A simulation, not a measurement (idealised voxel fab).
Process module heading - voxel spacer lines
300 nm wide, 5 nm square cells: that's cross-section cut.
Cross-section = grid of square cells, listed top down in bands; band = one or more rows.
First you get the band's top height and its bottom height, in nm, and then the materials it's made of, left to right, with each width in nm. If you see a single material with "all across", that one covers the band edge to edge. "air" is empty space.
The reference from which all heights are counted is 0, the level beneath which the as-received wafer is entirely one material; the lowest band, having no lower bound, proceeds downward and is written after the example "z 0 and below".
It should be noted that a width expressed as "30->40" varies in equal increments from row to row of cells within the band, taking the value of the first number at the top row and that of the second number at the bottom row.
No cell of the cross-section changed in a step that is given as "remained the same".
"Enclosed cavities": empty spaces of 8 cells or more with no open way to the top, each given as width x height at distance, distance from the left edge, all in nm.
Note: text after step settings on the step line = simulator remark on that step.
For masked steps, "overlay nm" on the step line gives how far right of plan the mask actually lay; a minus sign means it lay to the left.

The following list gives the planned process steps:
- 1: RECEIVE, material Si
- 2: CONFORMAL_DEP, material Al2O3, thk nm 5
- 3: DIRECTIONAL_DEP, material polySi, thk nm 10
- 4: DIRECTIONAL_DEP, material aC, thk nm 25
- 5: PATTERN, tone cover, mask id MANDREL, material resist, width nm 15, pitch nm 60, thk nm 30, overlay nm 0
- 6: DIRECTIONAL_ETCH, etch materials aC, depth nm 25
- 7: STRIP, etch materials resist
- 8: CONFORMAL_DEP, material SiN, thk nm 15
- 9: DIRECTIONAL_ETCH, etch materials SiN, depth nm 15
- 10: STRIP, etch materials aC
- 11: DIRECTIONAL_ETCH, etch materials polySi, depth nm 10
- 12: STRIP, etch materials SiN
- 13: FILL_DEP, material lowk, thk nm 10
- 14: CMP, height nm 15

So, the first of our two wafers, run just as we planned it:

Cross-section of the wafer at receipt, which is the condition after step 1:
  z 0 and below: Si all across
  Enclosed cavities: none

State of the wafer after step 2, shown in cross-section:
  z 5 to 0: Al2O3 all across
  Unchanged below 0.

State of the wafer after step 3, shown in cross-section:
  z 15 to 5: polySi all across
  Unchanged below 5.

State of the wafer after step 4, shown in cross-section:
  z 40 to 15: aC all across
  Unchanged below 15.

State of the wafer after step 5, shown in cross-section:
  z 70 to 40: air (110), then resist (15), then air (45), then resist (15), then air (115)
  Unchanged below 40.

State of the wafer after step 6, shown in cross-section:
  z 45 to 40: air (110), then resist (15), then air (45), then resist (15), then air (115)
  z 40 to 15: air (110), then aC (15), then air (45), then aC (15), then air (115)
  Unchanged below 15.

State of the wafer after step 7, shown in cross-section:
  z 40 to 15: air (110), then aC (15), then air (45), then aC (15), then air (115)
  Unchanged below 15.

State of the wafer after step 8, shown in cross-section:
  z 55 to 40: air (95), then SiN (45), then air (15), then SiN (45), then air (100)
  z 40 to 30: air (95), then SiN (15), then aC (15), then SiN (15), then air (15), then SiN (15), then aC (15), then SiN (15), then air (100)
  z 30 to 15: SiN (110), then aC (15), then SiN (45), then aC (15), then SiN (115)
  Unchanged below 15.

State of the wafer after step 9, shown in cross-section:
  z 40 to 15: air (95), then SiN (15), then aC (15), then SiN (15), then air (15), then SiN (15), then aC (15), then SiN (15), then air (100)
  Unchanged below 15.

State of the wafer after step 10, shown in cross-section:
  z 40 to 15: air (95), then SiN (15), then air (15), then SiN (15), then air (15), then SiN (15), then air (15), then SiN (15), then air (100)
  Unchanged below 15.

State of the wafer after step 11, shown in cross-section:
  z 40 to 15: air (95), then SiN (15), then air (15), then SiN (15), then air (15), then SiN (15), then air (15), then SiN (15), then air (100)
  z 15 to 5: air (95), then polySi (15), then air (15), then polySi (15), then air (15), then polySi (15), then air (15), then polySi (15), then air (100)
  Unchanged below 5.

State of the wafer after step 12, shown in cross-section:
  z 15 to 5: air (95), then polySi (15), then air (15), then polySi (15), then air (15), then polySi (15), then air (15), then polySi (15), then air (100)
  Unchanged below 5.

State of the wafer after step 13, shown in cross-section:
  z 25 to 15: lowk all across
  z 15 to 5: lowk (95), then polySi (15), then lowk (15), then polySi (15), then lowk (15), then polySi (15), then lowk (15), then polySi (15), then lowk (100)
  Unchanged below 5.

State of the wafer after step 14, shown in cross-section:
  z 15 to 5: lowk (95), then polySi (15), then lowk (15), then polySi (15), then lowk (15), then polySi (15), then lowk (15), then polySi (15), then lowk (100)
  Unchanged below 5.

Second Wafer (Identical Start and Plan, One Processing Error; Matches First Wafer Through Step 1):

Look at the second wafer in cross-section at the time step 2 ought to have finished: remained the same

Look at the second wafer in cross-section at the time step 3 ought to have finished:
  z 10 to 0: polySi all across
  Unchanged below 0.

Look at the second wafer in cross-section at the time step 4 ought to have finished:
  z 35 to 10: aC all across
  Unchanged below 10.

Look at the second wafer in cross-section at the time step 5 ought to have finished:
  z 65 to 35: air (110), then resist (15), then air (45), then resist (15), then air (115)
  Unchanged below 35.

Look at the second wafer in cross-section at the time step 6 ought to have finished:
  z 40 to 35: air (110), then resist (15), then air (45), then resist (15), then air (115)
  z 35 to 10: air (110), then aC (15), then air (45), then aC (15), then air (115)
  Unchanged below 10.

Look at the second wafer in cross-section at the time step 7 ought to have finished:
  z 35 to 10: air (110), then aC (15), then air (45), then aC (15), then air (115)
  Unchanged below 10.

Look at the second wafer in cross-section at the time step 8 ought to have finished:
  z 50 to 35: air (95), then SiN (45), then air (15), then SiN (45), then air (100)
  z 35 to 25: air (95), then SiN (15), then aC (15), then SiN (15), then air (15), then SiN (15), then aC (15), then SiN (15), then air (100)
  z 25 to 10: SiN (110), then aC (15), then SiN (45), then aC (15), then SiN (115)
  Unchanged below 10.

Look at the second wafer in cross-section at the time step 9 ought to have finished:
  z 35 to 10: air (95), then SiN (15), then aC (15), then SiN (15), then air (15), then SiN (15), then aC (15), then SiN (15), then air (100)
  Unchanged below 10.

Look at the second wafer in cross-section at the time step 10 ought to have finished:
  z 35 to 10: air (95), then SiN (15), then air (15), then SiN (15), then air (15), then SiN (15), then air (15), then SiN (15), then air (100)
  Unchanged below 10.

Look at the second wafer in cross-section at the time step 11 ought to have finished:
  z 35 to 10: air (95), then SiN (15), then air (15), then SiN (15), then air (15), then SiN (15), then air (15), then SiN (15), then air (100)
  z 10 to 0: air (95), then polySi (15), then air (15), then polySi (15), then air (15), then polySi (15), then air (15), then polySi (15), then air (100)
  Unchanged below 0.

Look at the second wafer in cross-section at the time step 12 ought to have finished:
  z 10 to 0: air (95), then polySi (15), then air (15), then polySi (15), then air (15), then polySi (15), then air (15), then polySi (15), then air (100)
  Unchanged below 0.

Look at the second wafer in cross-section at the time step 13 ought to have finished:
  z 20 to 10: lowk all across
  z 10 to 0: lowk (95), then polySi (15), then lowk (15), then polySi (15), then lowk (15), then polySi (15), then lowk (15), then polySi (15), then lowk (100)
  Unchanged below 0.

Look at the second wafer in cross-section at the time step 14 ought to have finished:
  z 15 to 10: lowk all across
  Unchanged below 10.
The mistake made against the process plan was this: no execution of plan step 2; skipped
Once processing is complete, comparing cell counts shows that the second wafer has more or fewer of certain materials than the first: Al2O3 -60; lowk +60
